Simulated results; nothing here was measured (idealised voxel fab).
process module | voxel trench capacitor
cross-section cut | 225 nm wide | cells 5 nm
A cross-section is a grid of square cells, given in bands from the top down. A band is one or more rows of cells.
Each band's line starts with the height of the band's top and of its bottom, in nm. Then come its materials from left to right, each with its width in nm. One material with "throughout" fills the band from edge to edge. "air" is empty space.
Height 0 is the level under which the wafer as received is all one material. The lowest band goes on downwards, as in "0 down".
A width such as "30 to 40" changes by the same amount from each row of cells to the next, from the band's top row to its bottom row.
"no change" after a step means that no cell of the cross-section changed.
closed voids: empty space of 8 cells or more with no open way to the top, each as width x height at its distance from the left edge, in nm
after a step's settings: what the simulator itself notes on the step
overlay nm, on a step with a mask: how far to the right of its planned place the mask lay; to the left if negative
plan
1 op RECEIVE | material Si
2 op CONFORMAL_DEP | material SiN | thk nm 5
3 op PATTERN | tone open | mask id TRENCH | material resist | width nm 25 | pitch nm 45 | thk nm 15 | overlay nm 0
4 op DIRECTIONAL_ETCH | etch materials SiN | depth nm 5
5 op DIRECTIONAL_ETCH | etch materials Si | depth nm 40
6 op STRIP | etch materials resist
7 op CONFORMAL_DEP | material Al2O3 | thk nm 5
8 op FILL_DEP | material polySi | thk nm 5
9 op CMP | height nm 5
first wafer, as planned
as received, after step 1
  0 down: Si throughout
  closed voids: none
after step 2
  5 to 0: SiN throughout
  below 0: unchanged
after step 3
  20 to 5: resist 30 | air 25 | resist 20 | air 25 | resist 20 | air 25 | resist 20 | air 25 | resist 35
  below 5: unchanged
after step 4
  20 to 5: resist 30 | air 25 | resist 20 | air 25 | resist 20 | air 25 | resist 20 | air 25 | resist 35
  5 to 0: SiN 30 | air 25 | SiN 20 | air 25 | SiN 20 | air 25 | SiN 20 | air 25 | SiN 35
  below 0: unchanged
after step 5
  20 to 5: resist 30 | air 25 | resist 20 | air 25 | resist 20 | air 25 | resist 20 | air 25 | resist 35
  5 to 0: SiN 30 | air 25 | SiN 20 | air 25 | SiN 20 | air 25 | SiN 20 | air 25 | SiN 35
  0 to -40: Si 30 | air 25 | Si 20 | air 25 | Si 20 | air 25 | Si 20 | air 25 | Si 35
  below -40: unchanged
after step 6
  5 to 0: SiN 30 | air 25 | SiN 20 | air 25 | SiN 20 | air 25 | SiN 20 | air 25 | SiN 35
  below 0: unchanged
after step 7
  10 to 5: Al2O3 35 | air 15 | Al2O3 30 | air 15 | Al2O3 30 | air 15 | Al2O3 30 | air 15 | Al2O3 40
  5 to 0: SiN 30 | Al2O3 5 | air 15 | Al2O3 5 | SiN 20 | Al2O3 5 | air 15 | Al2O3 5 | SiN 20 | Al2O3 5 | air 15 | Al2O3 5 | SiN 20 | Al2O3 5 | air 15 | Al2O3 5 | SiN 35
  0 to -35: Si 30 | Al2O3 5 | air 15 | Al2O3 5 | Si 20 | Al2O3 5 | air 15 | Al2O3 5 | Si 20 | Al2O3 5 | air 15 | Al2O3 5 | Si 20 | Al2O3 5 | air 15 | Al2O3 5 | Si 35
  -35 to -40: Si 30 | Al2O3 25 | Si 20 | Al2O3 25 | Si 20 | Al2O3 25 | Si 20 | Al2O3 25 | Si 35
  below -40: unchanged
after step 8
  15 to 10: polySi throughout
  10 to 5: Al2O3 35 | polySi 15 | Al2O3 30 | polySi 15 | Al2O3 30 | polySi 15 | Al2O3 30 | polySi 15 | Al2O3 40
  5 to 0: SiN 30 | Al2O3 5 | polySi 15 | Al2O3 5 | SiN 20 | Al2O3 5 | polySi 15 | Al2O3 5 | SiN 20 | Al2O3 5 | polySi 15 | Al2O3 5 | SiN 20 | Al2O3 5 | polySi 15 | Al2O3 5 | SiN 35
  0 to -35: Si 30 | Al2O3 5 | polySi 15 | Al2O3 5 | Si 20 | Al2O3 5 | polySi 15 | Al2O3 5 | Si 20 | Al2O3 5 | polySi 15 | Al2O3 5 | Si 20 | Al2O3 5 | polySi 15 | Al2O3 5 | Si 35
  below -35: unchanged
after step 9
  5 to 0: SiN 30 | Al2O3 5 | polySi 15 | Al2O3 5 | SiN 20 | Al2O3 5 | polySi 15 | Al2O3 5 | SiN 20 | Al2O3 5 | polySi 15 | Al2O3 5 | SiN 20 | Al2O3 5 | polySi 15 | Al2O3 5 | SiN 35
  below 0: unchanged
second wafer: like start, like plan, one mistake. Through step 7 it matches the first wafer
when step 8 should have ended
  20 to 10: polySi throughout
  10 to 5: Al2O3 35 | polySi 15 | Al2O3 30 | polySi 15 | Al2O3 30 | polySi 15 | Al2O3 30 | polySi 15 | Al2O3 40
  5 to 0: SiN 30 | Al2O3 5 | polySi 15 | Al2O3 5 | SiN 20 | Al2O3 5 | polySi 15 | Al2O3 5 | SiN 20 | Al2O3 5 | polySi 15 | Al2O3 5 | SiN 20 | Al2O3 5 | polySi 15 | Al2O3 5 | SiN 35
  0 to -35: Si 30 | Al2O3 5 | polySi 15 | Al2O3 5 | Si 20 | Al2O3 5 | polySi 15 | Al2O3 5 | Si 20 | Al2O3 5 | polySi 15 | Al2O3 5 | Si 20 | Al2O3 5 | polySi 15 | Al2O3 5 | Si 35
  below -35: unchanged
when step 9 should have ended
  5 to 0: SiN 30 | Al2O3 5 | polySi 15 | Al2O3 5 | SiN 20 | Al2O3 5 | polySi 15 | Al2O3 5 | SiN 20 | Al2O3 5 | polySi 15 | Al2O3 5 | SiN 20 | Al2O3 5 | polySi 15 | Al2O3 5 | SiN 35
  below 0: unchanged
what went wrong: step 8 was run twice
at the end the two cross-sections are the same: no effect in what this model computes
